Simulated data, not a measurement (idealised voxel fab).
A process module follows: voxel transistor to metal.
Cross-sectional view cut (width: 215 nm; square cell size: 5 nm).
Cross-section, as written here: a square-cell grid given band by band from the top down, where a band holds one or more rows of cells. Read a band's entry like this: the first values are the height of its top and the height of its bottom in nm, and what follows is the sequence of materials from left to right, each with its width in nm. Note that "air" is empty space, and that a single material marked "throughout" reaches across the band from edge to edge. Convention: height 0 is the level below which the wafer, as received, is all one material. The lowest band does not terminate at the bottom but continues downward, represented as "0 down". A width given as "30->40" starts at the first number in the band's top row and ends at the second number in its bottom row, shifting by an equal amount at every step from row to row. "nothing altered" means the step left every cell of the cross-section as it was. Basically, "Internal closed voids" tells you about the enclosed voids: empty spaces with no open way to the top, 8 cells or bigger, each written width x height at distance, where distance is from the left edge, all in nm. If you see something after the settings on a step's line, that's the simulator's own remark about that step. "overlay nm" on a masked step: distance the mask lay right of its planned place, negative for left.
-- Below is the list of planned process steps
- 1: RECEIVE | material Si
- 2: CONFORMAL_DEP | material SiO2 | thk nm 5
- 3: CONFORMAL_DEP | material SiN | thk nm 10
- 4: PATTERN | tone cover | mask id ACTIVE | material resist | width nm 110 | thk nm 15 | overlay nm 0
- 5: DIRECTIONAL_ETCH | etch materials SiN | depth nm 10
- 6: DIRECTIONAL_ETCH | etch materials SiO2 | depth nm 5
- 7: DIRECTIONAL_ETCH | etch materials Si | depth nm 20
- 8: STRIP | etch materials resist
- 9: OXIDIZE | depth nm 5
- 10: FILL_DEP | material SiO2 | thk nm 15
- 11: CMP | height nm 15
- 12: SELECTIVE_ETCH | etch materials SiO2 | depth nm 5
- 13: STRIP | etch materials SiN
- 14: SELECTIVE_ETCH | etch materials SiO2 | depth nm 5
- 15: OXIDIZE | depth nm 5
- 16: DIRECTIONAL_DEP | material polySi | thk nm 30
- 17: DIRECTIONAL_DEP | material SiCN | thk nm 10
- 18: PATTERN | tone cover | mask id GATE | material resist | width nm 20 | thk nm 15 | overlay nm 0
- 19: DIRECTIONAL_ETCH | etch materials SiCN | depth nm 20
- 20: DIRECTIONAL_ETCH | etch materials polySi | depth nm 40
- 21: STRIP | etch materials resist
- 22: CONFORMAL_DEP | material SiN | thk nm 10
- 23: DIRECTIONAL_ETCH | etch materials SiN | depth nm 10
- 24: DIRECTIONAL_ETCH | etch materials SiO2 | depth nm 5
- 25: DIRECTIONAL_ETCH | etch materials Si | depth nm 10
- 26: EPI | material pSi | thk nm 10
- 27: FILL_DEP | material SiO2 | thk nm 5
- 28: CMP | height nm 40
- 29: DIRECTIONAL_DEP | material SiO2 | thk nm 10
- 30: PATTERN | tone open | mask id CONTACT | material resist | width nm 20 | pitch nm 80 | thk nm 20 | overlay nm 0
- 31: DIRECTIONAL_ETCH | etch materials SiO2 | depth nm 55
- 32: STRIP | etch materials resist
- 33: CONFORMAL_DEP | material TiN | thk nm 5
- 34: FILL_DEP | material Ru | thk nm 5
- 35: CMP | height nm 50
- 36: CONFORMAL_DEP | material SiCN | thk nm 5
- 37: DIRECTIONAL_DEP | material lowk | thk nm 20
- 38: PATTERN | tone open | mask id METAL_1 | material resist | width nm 20 | pitch nm 80 | thk nm 15 | overlay nm -15
- 39: DIRECTIONAL_ETCH | etch materials lowk | depth nm 20
- 40: DIRECTIONAL_ETCH | etch materials SiCN | depth nm 5
- 41: STRIP | etch materials resist
- 42: CONFORMAL_DEP | material TiN | thk nm 5
- 43: FILL_DEP | material Cu | thk nm 10
- 44: CMP | height nm 75
- 45: CONFORMAL_DEP | material SiCN | thk nm 5
- 46: DIRECTIONAL_DEP | material SiO2 | thk nm 35
- 47: DIRECTIONAL_DEP | material aC | thk nm 15
- 48: PATTERN | tone open | mask id METAL_2_HOLES | material resist | width nm 15 | pitch nm 80 | thk nm 35 | overlay nm 0
- 49: DIRECTIONAL_ETCH | etch materials aC | depth nm 15
- 50: STRIP | etch materials resist
- 51: DIRECTIONAL_ETCH | etch materials SiO2 | depth nm 35
- 52: STRIP | etch materials aC
- 53: MASKED_ETCH | tone open | mask id METAL_2 | width nm 20 | pitch nm 80 | etch materials SiO2 | depth nm 20 | overlay nm 0
- 54: MASKED_ETCH | tone open | mask id METAL_2 | width nm 20 | pitch nm 80 | etch materials SiCN | depth nm 5 | overlay nm 0
- 55: CONFORMAL_DEP | material TiN | thk nm 5
- 56: FILL_DEP | material Ru | thk nm 5
- 57: CMP | height nm 115
- 58: CONFORMAL_DEP | material SiCN | thk nm 5
Wafers differ in overlay nm at step 38; plan lists the first wafer's value; identical starting state.
-- First of several wafers, received after step 1, in cross-section
0 down  Si throughout
Internal closed voids: none
-- End of module, by wafer: material-by-material cell gain (+) or loss (-) since receipt, then closed voids
overlay nm -15; +16 Cu; +60 Ru; -159 Si; +123 SiCN; +36 SiN; +652 SiO2; +108 TiN; +140 lowk; +32 pSi; +24 polySi; Internal closed voids: none
overlay nm -10; +16 Cu; +60 Ru; -159 Si; +123 SiCN; +36 SiN; +652 SiO2; +108 TiN; +140 lowk; +32 pSi; +24 polySi; Internal closed voids: none
overlay nm -5; +16 Cu; +60 Ru; -159 Si; +123 SiCN; +36 SiN; +652 SiO2; +108 TiN; +140 lowk; +32 pSi; +24 polySi; Internal closed voids: none
overlay nm 0; +16 Cu; +60 Ru; -159 Si; +123 SiCN; +36 SiN; +652 SiO2; +108 TiN; +140 lowk; +32 pSi; +24 polySi; Internal closed voids: none
overlay nm 5; +16 Cu; +60 Ru; -159 Si; +123 SiCN; +36 SiN; +652 SiO2; +108 TiN; +140 lowk; +32 pSi; +24 polySi; Internal closed voids: none
overlay nm 10; +16 Cu; +60 Ru; -159 Si; +123 SiCN; +36 SiN; +652 SiO2; +108 TiN; +140 lowk; +32 pSi; +24 polySi; Internal closed voids: none
overlay nm 15; +16 Cu; +60 Ru; -159 Si; +123 SiCN; +36 SiN; +652 SiO2; +108 TiN; +140 lowk; +32 pSi; +24 polySi; Internal closed voids: none
